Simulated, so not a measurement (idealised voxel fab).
process module | voxel tone inversion
cross-section cut | 270 nm wide | cells 5 nm
A cross-section is a grid of square cells, given in bands from the top down. A band is one or more rows of cells.
Each band's line starts with the height of the band's top and of its bottom, in nm. Then come its materials from left to right, each with its width in nm. One material with "throughout" fills the band from edge to edge. "air" is empty space.
Height 0 is the level under which the wafer as received is all one material. The lowest band goes on downwards, as in "0 down".
A width such as "30 to 40" changes by the same amount from each row of cells to the next, from the band's top row to its bottom row.
"no change" after a step means that no cell of the cross-section changed.
closed voids: empty space of 8 cells or more with no open way to the top, each as width x height at its distance from the left edge, in nm
after a step's settings: what the simulator itself notes on the step
overlay nm, on a step with a mask: how far to the right of its planned place the mask lay; to the left if negative
plan
1 op RECEIVE | material Si
2 op CONFORMAL_DEP | material SiCN | thk nm 5
3 op DIRECTIONAL_DEP | material aC | thk nm 25
4 op PATTERN | tone cover | mask id POSTS | material resist | width nm 25 | pitch nm 45 | thk nm 35 | overlay nm 0
5 op DIRECTIONAL_ETCH | etch materials aC | depth nm 25
6 op STRIP | etch materials resist
7 op FILL_DEP | material lowk | thk nm 5
8 op CMP | height nm 30
9 op STRIP | etch materials aC
as received, after step 1
  0 down: Si throughout
  closed voids: none
a wafer at the end: this start, this plan, one mistake
  30 to 0: SiCN throughout
  0 down: Si throughout
  closed voids: none
what went wrong: step 3 ran as: op DIRECTIONAL_DEP | material SiCN | thk nm 25
